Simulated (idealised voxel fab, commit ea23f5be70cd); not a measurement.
process module | voxel self aligned vias
cross-section cut | 235 nm wide | cells 5 nm
A cross-section is a grid of square cells, given in bands from the top down. A band is one or more rows of cells.
Each band's line starts with the height of the band's top and of its bottom, in nm. Then come its materials from left to right, each with its width in nm. One material with "throughout" fills the band from edge to edge. "air" is empty space.
Height 0 is the level under which the wafer as received is all one material. The lowest band goes on downwards, as in "0 down".
A width such as "30 to 40" changes by the same amount from each row of cells to the next, from the band's top row to its bottom row.
"no change" after a step means that no cell of the cross-section changed.
closed voids: empty space of 8 cells or more with no open way to the top, each as width x height at its distance from the left edge, in nm
after a step's settings: what the simulator itself notes on the step
overlay nm, on a step with a mask: how far to the right of its planned place the mask lay; to the left if negative
plan
1 op RECEIVE | material Si
2 op CONFORMAL_DEP | material SiO2 | thk nm 15
3 op CONFORMAL_DEP | material SiCN | thk nm 5
4 op DIRECTIONAL_DEP | material SiO2 | thk nm 30
5 op MASKED_ETCH | tone open | mask id LINES | width nm 30 | pitch nm 70 | etch materials SiO2 | depth nm 30 | overlay nm 0
6 op CONFORMAL_DEP | material TiN | thk nm 5
7 op FILL_DEP | material W | thk nm 10
8 op CMP | height nm 50
9 op SELECTIVE_ETCH | etch materials W Ru TiN | depth nm 10
10 op FILL_DEP | material SiN | thk nm 5
11 op CMP | height nm 50
12 op DIRECTIONAL_DEP | material SiO2 | thk nm 20
13 op PATTERN | tone open | mask id VIAS | material resist | width nm 50 | pitch nm 140 | thk nm 20 | overlay nm 0
14 op DIRECTIONAL_ETCH | etch materials SiO2 | depth nm 20
15 op DIRECTIONAL_ETCH | etch materials SiN | depth nm 5
16 op STRIP | etch materials resist
17 op CONFORMAL_DEP | material TiN | thk nm 5
18 op FILL_DEP | material W | thk nm 10
19 op CMP | height nm 70
20 op CONFORMAL_DEP | material SiN | thk nm 5
varied across the wafers: depth nm of step 15. The plan shows the first wafer's value. All wafers start alike
first wafer as received, after step 1
  0 down: Si throughout
  closed voids: none
each wafer at the end: cells of each material gained (+) or lost (-) since it was received, then its closed voids
depth nm 5 | +47 SiCN | +71 SiN | +423 SiO2 | +72 TiN | +92 W | closed voids: none
depth nm 10 | +47 SiCN | +59 SiN | +423 SiO2 | +76 TiN | +100 W | closed voids: none
depth nm 15 | +47 SiCN | +59 SiN | +423 SiO2 | +76 TiN | +100 W | closed voids: none
depth nm 20 | +47 SiCN | +59 SiN | +423 SiO2 | +76 TiN | +100 W | closed voids: none
depth nm 25 | +47 SiCN | +59 SiN | +423 SiO2 | +76 TiN | +100 W | closed voids: none
